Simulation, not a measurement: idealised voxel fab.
process module | voxel capacitor over wiring
cross-section cut | 300 nm wide | cells 5 nm
A cross-section is a grid of square cells, given in bands from the top down. A band is one or more rows of cells.
Each band's line starts with the height of the band's top and of its bottom, in nm. Then come its materials from left to right, each with its width in nm. One material with "throughout" fills the band from edge to edge. "air" is empty space.
Height 0 is the level under which the wafer as received is all one material. The lowest band goes on downwards, as in "0 down".
A width such as "30 to 40" changes by the same amount from each row of cells to the next, from the band's top row to its bottom row.
"no change" after a step means that no cell of the cross-section changed.
closed voids: empty space of 8 cells or more with no open way to the top, each as width x height at its distance from the left edge, in nm
after a step's settings: what the simulator itself notes on the step
overlay nm, on a step with a mask: how far to the right of its planned place the mask lay; to the left if negative
plan
1 op RECEIVE | material Si
2 op CONFORMAL_DEP | material SiO2 | thk nm 10
3 op CONFORMAL_DEP | material SiN | thk nm 5
4 op DIRECTIONAL_DEP | material SiO2 | thk nm 15
5 op PATTERN | tone open | mask id METAL_1 | material resist | width nm 15 | pitch nm 90 | thk nm 20 | overlay nm 0
6 op DIRECTIONAL_ETCH | etch materials SiO2 | depth nm 15
7 op DIRECTIONAL_ETCH | etch materials SiN | depth nm 5
8 op STRIP | etch materials resist
9 op CONFORMAL_DEP | material TiN | thk nm 5
10 op FILL_DEP | material Cu | thk nm 5
11 op CMP | height nm 30
12 op CONFORMAL_DEP | material SiCN | thk nm 5
13 op DIRECTIONAL_DEP | material lowk | thk nm 10
14 op MASKED_ETCH | tone open | mask id PLUG_1 | width nm 15 | etch materials lowk | depth nm 10 | overlay nm 0
15 op MASKED_ETCH | tone open | mask id PLUG_1 | width nm 15 | etch materials SiCN | depth nm 5 | overlay nm 0
16 op EPI | material Ru | thk nm 10
17 op EPI | material Ru | thk nm 5
18 op DIRECTIONAL_DEP | material TiN | thk nm 5
19 op DIRECTIONAL_DEP | material HfO2 | thk nm 5
20 op DIRECTIONAL_DEP | material TiN | thk nm 5
21 op PATTERN | tone cover | mask id UPPER_PLATE | material resist | width nm 70 | thk nm 15 | overlay nm 0
22 op DIRECTIONAL_ETCH | etch materials TiN | depth nm 5
23 op DIRECTIONAL_ETCH | etch materials HfO2 | depth nm 5
24 op STRIP | etch materials resist
25 op MASKED_ETCH | tone cover | mask id LOWER_PLATE | width nm 80 | etch materials TiN | depth nm 5 | overlay nm 0
26 op FILL_DEP | material SiO2 | thk nm 20
27 op CMP | height nm 75
28 op MASKED_ETCH | tone open | mask id PLUG_2 | width nm 15 | etch materials SiO2 | depth nm 15 | overlay nm 0
29 op CONFORMAL_DEP | material TiN | thk nm 5
30 op FILL_DEP | material Cu | thk nm 5
31 op CMP | height nm 75
32 op CONFORMAL_DEP | material SiN | thk nm 5
varied across the wafers: width nm of step 5. The plan shows the first wafer's value. All wafers start alike
first wafer as received, after step 1
  0 down: Si throughout
  closed voids: none
first wafer at the end, after step 32
  80 to 75: SiN throughout
  75 to 65: SiO2 110 | TiN 5 | Cu 5 | TiN 5 | SiO2 175
  65 to 55: SiO2 110 to 100 | TiN 15 to 70 | SiO2 175 to 130
  55 to 50: SiO2 100 | HfO2 70 | SiO2 130
  50 to 45: SiO2 95 | TiN 80 | SiO2 125
  45 to 35: lowk 100 | Ru 15 | lowk 185
  35 to 30: SiCN 100 | Ru 15 | SiCN 185
  30 to 15: SiO2 95 | TiN 5 | Cu 5 | TiN 5 | SiO2 75 | TiN 5 | Cu 5 | TiN 5 | SiO2 100
  15 to 10: SiN 95 | TiN 15 | SiN 75 | TiN 15 | SiN 100
  10 to 0: SiO2 throughout
  0 down: Si throughout
  closed voids: none
last wafer at the end
  80 to 75: SiN throughout
  75 to 65: SiO2 110 | TiN 5 | Cu 5 | TiN 5 | SiO2 175
  65 to 55: SiO2 110 to 100 | TiN 15 to 70 | SiO2 175 to 130
  55 to 50: SiO2 100 | HfO2 70 | SiO2 130
  50 to 45: SiO2 95 | TiN 80 | SiO2 125
  45 to 35: lowk 100 | Ru 15 | lowk 185
  35 to 30: SiCN 100 | Ru 15 | SiCN 185
  30 to 15: SiO2 85 | TiN 5 | Cu 30 | TiN 5 | SiO2 50 | TiN 5 | Cu 30 | TiN 5 | SiO2 85
  15 to 10: SiN 85 | TiN 40 | SiN 50 | TiN 40 | SiN 85
  10 to 0: SiO2 throughout
  0 down: Si throughout
  closed voids: none
each wafer at the end: cells of each material gained (+) or lost (-) since it was received, then its closed voids
width nm 15 | +8 Cu | +14 HfO2 | +9 Ru | +57 SiCN | +114 SiN | +589 SiO2 | +55 TiN | +114 lowk | closed voids: none
width nm 20 | +14 Cu | +14 HfO2 | +9 Ru | +57 SiCN | +112 SiN | +583 SiO2 | +57 TiN | +114 lowk | closed voids: none
width nm 25 | +20 Cu | +14 HfO2 | +9 Ru | +57 SiCN | +110 SiN | +577 SiO2 | +59 TiN | +114 lowk | closed voids: none
width nm 30 | +26 Cu | +14 HfO2 | +9 Ru | +57 SiCN | +108 SiN | +571 SiO2 | +61 TiN | +114 lowk | closed voids: none
width nm 35 | +32 Cu | +14 HfO2 | +9 Ru | +57 SiCN | +106 SiN | +565 SiO2 | +63 TiN | +114 lowk | closed voids: none
width nm 40 | +38 Cu | +14 HfO2 | +9 Ru | +57 SiCN | +104 SiN | +559 SiO2 | +65 TiN | +114 lowk | closed voids: none
